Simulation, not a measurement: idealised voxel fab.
The following is a process module called voxel ribs on slabs.
Square cell edge 5 nm, section width 155 nm, ID cut.
Bands, listed from the top down, are how a cross-section gets written in this document; the cross-section itself is a grid of square cells, and a band is one or more rows of them. Look at the band entry: it leads with the top's height and the bottom's height in nm. Then it lists the materials left to right, with a width in nm for each. The word "throughout" on a single material says that material fills the band edge to edge. The word "empty" is empty space. Height reference: 0 = level under which incoming wafer is all one material. Lowest band: no bottom, runs on downward, e.g. "from 0 down". The expression "30->40" gives the width at the extremes of the band, the first number at its top row of cells and the second at its bottom row, with the width changing by equal amounts from each row to the next in between. "no change occurred", as given for a step, is the statement that not any cell of the cross-section underwent a change during that step. Closed empty spaces (no open way to the top) of 8 cells or more are what "Entrapped void list" lists, each as width x height at distance from the left edge, nm for all three. It should be noted that, on the line of a given step, the content following the step's settings is a remark produced by the simulator itself with respect to that step. overlay nm: mask right of planned place by this much (step with mask). Neg. = left.
Below is the list of planned process steps
1: RECEIVE (material Si)
2: DIRECTIONAL_DEP (material SiO2; thk nm 25)
3: DIRECTIONAL_DEP (material SiN; thk nm 20)
4: DIRECTIONAL_DEP (material aC; thk nm 10)
5: PATTERN (tone cover; mask id RIB; material resist; width nm 30; thk nm 25; overlay nm 0)
6: DIRECTIONAL_ETCH (etch materials aC; depth nm 10)
7: STRIP (etch materials resist)
8: DIRECTIONAL_ETCH (etch materials SiN; depth nm 5)
9: STRIP (etch materials aC)
10: MASKED_ETCH (tone cover; mask id SLAB; width nm 90; etch materials SiN; depth nm 15; overlay nm 0)
11: FILL_DEP (material SiO2; thk nm 25)
12: CMP (height nm 60)
13: DIRECTIONAL_DEP (material W; thk nm 5)
14: DIRECTIONAL_DEP (material aC; thk nm 15)
15: PATTERN (tone cover; mask id HEATER; material resist; width nm 40; thk nm 30; overlay nm 0)
16: DIRECTIONAL_ETCH (etch materials aC; depth nm 15)
17: STRIP (etch materials resist)
18: DIRECTIONAL_ETCH (etch materials W; depth nm 5)
19: STRIP (etch materials aC)
20: CONFORMAL_DEP (material SiO2; thk nm 10)
Incoming wafer, cross-sectional view, post step 1
	from 0 down | Si throughout
	Entrapped void list: none
End state of the module in cross-section, given the above starting point and plan and one mistake in execution
	from 75 to 70 | empty=45 | SiO2=60 | empty=50
	from 70 to 65 | SiO2 throughout
	from 65 to 60 | SiO2=55 | W=40 | SiO2=60
	from 60 to 50 | SiO2 throughout
	from 50 to 35 | SiO2=30 | SiN=90 | SiO2=35
	from 35 to 25 | aC throughout
	from 25 to 0 | SiO2 throughout
	from 0 down | Si throughout
	Entrapped void list: none
What was done differently from what was planned? plan vs actual: 3 and 4 interchanged
